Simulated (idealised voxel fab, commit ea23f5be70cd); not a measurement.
Documented hereafter: the process module known as voxel air gaps.
Pictured: cross-section cut, 165 nm wide, on a grid of 5 nm square cells.
Cross-section = grid of square cells, listed top down in bands; band = one or more rows.
Within each band entry, the heights of the top and of the bottom of the band appear first, in that order and in nm; the materials of the band then follow from left to right, each with its corresponding width in nm. The designation "all across" on a single material indicates that it fills the band from edge to edge; the designation "air" indicates empty space.
For the purposes of this specification, 0 denotes the height below which the wafer in its as-received condition is composed wholly of one material, and the lowermost band, lacking a lower limit, extends downward without end, as expressed in "0..down".
Width "30 to 40": first value at the band's top row of cells, second value at its bottom row, equal change from row to row.
Key: "left unchanged" - step with no changed cell in the cross-section.
For the entry "Closed empty spaces", the listed items are empty spaces with no open way to the top whose size is 8 cells or more; each item follows the pattern width x height at distance, where distance is from the left edge and all three are in nm.
Heads up: the bit after the settings on a step's line is the simulator's remark on that step.
If you see "overlay nm" on a step's line and that step has a mask, it's telling you how far right of where it was planned the mask ended up; a negative number means it went left instead.
Below is the list of planned process steps
1) RECEIVE,material Si
2) CONFORMAL_DEP,material SiO2,thk nm 15
3) CONFORMAL_DEP,material SiN,thk nm 5
4) DIRECTIONAL_DEP,material SiO2,thk nm 40
5) PATTERN,tone open,mask id LINES,material resist,width nm 15,pitch nm 40,thk nm 15,overlay nm 0
6) DIRECTIONAL_ETCH,etch materials SiO2,depth nm 40
7) STRIP,etch materials resist
8) CONFORMAL_DEP,material TiN,thk nm 5
9) FILL_DEP,material W,thk nm 10
10) CMP,height nm 60
11) EPI,material Ru,thk nm 10
12) SELECTIVE_ETCH,etch materials SiO2,depth nm 50
13) CONFORMAL_DEP,material SiCN,thk nm 5
First out of two wafers; run went to plan
This is the cross-section of the wafer as we received it, i.e. after step 1
	0..down | Si all across
	Closed empty spaces: none
Take a look at the wafer's cross-section after step 2
	15..0 | SiO2 all across
	Everything under 0 stays put, no change at all.
Take a look at the wafer's cross-section after step 3
	20..15 | SiN all across
	Everything under 15 stays put, no change at all.
Take a look at the wafer's cross-section after step 4
	60..20 | SiO2 all across
	Everything under 20 stays put, no change at all.
Take a look at the wafer's cross-section after step 5
	75..60 | resist 35, air 15, resist 25, air 15, resist 25, air 15, resist 35
	Everything under 60 stays put, no change at all.
Take a look at the wafer's cross-section after step 6
	75..60 | resist 35, air 15, resist 25, air 15, resist 25, air 15, resist 35
	60..20 | SiO2 35, air 15, SiO2 25, air 15, SiO2 25, air 15, SiO2 35
	Everything under 20 stays put, no change at all.
Take a look at the wafer's cross-section after step 7
	60..20 | SiO2 35, air 15, SiO2 25, air 15, SiO2 25, air 15, SiO2 35
	Everything under 20 stays put, no change at all.
Take a look at the wafer's cross-section after step 8
	65..60 | TiN 40, air 5, TiN 35, air 5, TiN 35, air 5, TiN 40
	60..25 | SiO2 35, TiN 5, air 5, TiN 5, SiO2 25, TiN 5, air 5, TiN 5, SiO2 25, TiN 5, air 5, TiN 5, SiO2 35
	25..20 | SiO2 35, TiN 15, SiO2 25, TiN 15, SiO2 25, TiN 15, SiO2 35
	Everything under 20 stays put, no change at all.
Take a look at the wafer's cross-section after step 9
	75..65 | W all across
	65..60 | TiN 40, W 5, TiN 35, W 5, TiN 35, W 5, TiN 40
	60..25 | SiO2 35, TiN 5, W 5, TiN 5, SiO2 25, TiN 5, W 5, TiN 5, SiO2 25, TiN 5, W 5, TiN 5, SiO2 35
	Everything under 25 stays put, no change at all.
Take a look at the wafer's cross-section after step 10
	60..25 | SiO2 35, TiN 5, W 5, TiN 5, SiO2 25, TiN 5, W 5, TiN 5, SiO2 25, TiN 5, W 5, TiN 5, SiO2 35
	Everything under 25 stays put, no change at all.
Take a look at the wafer's cross-section after step 11
	70..60 | air 25, Ru 35, air 5, Ru 35, air 5, Ru 35, air 25
	Everything under 60 stays put, no change at all.
Take a look at the wafer's cross-section after step 12
	70..60 | air 25, Ru 35, air 5, Ru 35, air 5, Ru 35, air 25
	60..25 | air 35, TiN 5, W 5, TiN 5, air 25, TiN 5, W 5, TiN 5, air 25, TiN 5, W 5, TiN 5, air 35
	25..20 | air 35, TiN 15, air 25, TiN 15, air 25, TiN 15, air 35
	Everything under 20 stays put, no change at all.
Take a look at the wafer's cross-section after step 13
	75..70 | air 20, SiCN 125, air 20
	70..60 | air 20, SiCN 5, Ru 35, SiCN 5, Ru 35, SiCN 5, Ru 35, SiCN 5, air 20
	60..55 | air 20, SiCN 15, TiN 5, W 5, TiN 5, SiCN 25, TiN 5, W 5, TiN 5, SiCN 25, TiN 5, W 5, TiN 5, SiCN 15, air 20
	55..25 | air 30, SiCN 5, TiN 5, W 5, TiN 5, SiCN 5, air 15, SiCN 5, TiN 5, W 5, TiN 5, SiCN 5, air 15, SiCN 5, TiN 5, W 5, TiN 5, SiCN 5, air 30
	25..20 | SiCN 35, TiN 15, SiCN 25, TiN 15, SiCN 25, TiN 15, SiCN 35
	Everything under 20 stays put, no change at all.
	Closed empty spaces: 15 x 30 at 55; 15 x 30 at 95
The Second Wafer: Common Origin and Plan, One Mistake in Execution, Identical to the First Through Step 4
Cross-section of the second wafer corresponding to the planned conclusion of step 5
	75..60 | resist 25, air 15, resist 25, air 15, resist 25, air 15, resist 45
	Everything under 60 stays put, no change at all.
Cross-section of the second wafer corresponding to the planned conclusion of step 6
	75..60 | resist 25, air 15, resist 25, air 15, resist 25, air 15, resist 45
	60..20 | SiO2 25, air 15, SiO2 25, air 15, SiO2 25, air 15, SiO2 45
	Everything under 20 stays put, no change at all.
Cross-section of the second wafer corresponding to the planned conclusion of step 7
	60..20 | SiO2 25, air 15, SiO2 25, air 15, SiO2 25, air 15, SiO2 45
	Everything under 20 stays put, no change at all.
Cross-section of the second wafer corresponding to the planned conclusion of step 8
	65..60 | TiN 30, air 5, TiN 35, air 5, TiN 35, air 5, TiN 50
	60..25 | SiO2 25, TiN 5, air 5, TiN 5, SiO2 25, TiN 5, air 5, TiN 5, SiO2 25, TiN 5, air 5, TiN 5, SiO2 45
	25..20 | SiO2 25, TiN 15, SiO2 25, TiN 15, SiO2 25, TiN 15, SiO2 45
	Everything under 20 stays put, no change at all.
Cross-section of the second wafer corresponding to the planned conclusion of step 9
	75..65 | W all across
	65..60 | TiN 30, W 5, TiN 35, W 5, TiN 35, W 5, TiN 50
	60..25 | SiO2 25, TiN 5, W 5, TiN 5, SiO2 25, TiN 5, W 5, TiN 5, SiO2 25, TiN 5, W 5, TiN 5, SiO2 45
	Everything under 25 stays put, no change at all.
Cross-section of the second wafer corresponding to the planned conclusion of step 10
	60..25 | SiO2 25, TiN 5, W 5, TiN 5, SiO2 25, TiN 5, W 5, TiN 5, SiO2 25, TiN 5, W 5, TiN 5, SiO2 45
	Everything under 25 stays put, no change at all.
Cross-section of the second wafer corresponding to the planned conclusion of step 11
	70..60 | air 15, Ru 35, air 5, Ru 35, air 5, Ru 35, air 35
	Everything under 60 stays put, no change at all.
Cross-section of the second wafer corresponding to the planned conclusion of step 12
	70..60 | air 15, Ru 35, air 5, Ru 35, air 5, Ru 35, air 35
	60..25 | air 25, TiN 5, W 5, TiN 5, air 25, TiN 5, W 5, TiN 5, air 25, TiN 5, W 5, TiN 5, air 45
	25..20 | air 25, TiN 15, air 25, TiN 15, air 25, TiN 15, air 45
	Everything under 20 stays put, no change at all.
Cross-section of the second wafer corresponding to the planned conclusion of step 13
	75..70 | air 10, SiCN 125, air 30
	70..60 | air 10, SiCN 5, Ru 35, SiCN 5, Ru 35, SiCN 5, Ru 35, SiCN 5, air 30
	60..55 | air 10, SiCN 15, TiN 5, W 5, TiN 5, SiCN 25, TiN 5, W 5, TiN 5, SiCN 25, TiN 5, W 5, TiN 5, SiCN 15, air 30
	55..25 | air 20, SiCN 5, TiN 5, W 5, TiN 5, SiCN 5, air 15, SiCN 5, TiN 5, W 5, TiN 5, SiCN 5, air 15, SiCN 5, TiN 5, W 5, TiN 5, SiCN 5, air 40
	25..20 | SiCN 25, TiN 15, SiCN 25, TiN 15, SiCN 25, TiN 15, SiCN 45
	Everything under 20 stays put, no change at all.
	Closed empty spaces: 15 x 30 at 45; 15 x 30 at 85
Where did the run depart from the plan? step 5 ran with different settings than intended, the actual operation and settings being PATTERN,tone open,mask id LINES,material resist,width nm 15,pitch nm 40,thk nm 15,overlay nm -10
In the final comparison it is observed that the number of cells assigned to each material is identical for the two wafers, whereas their placement is not.
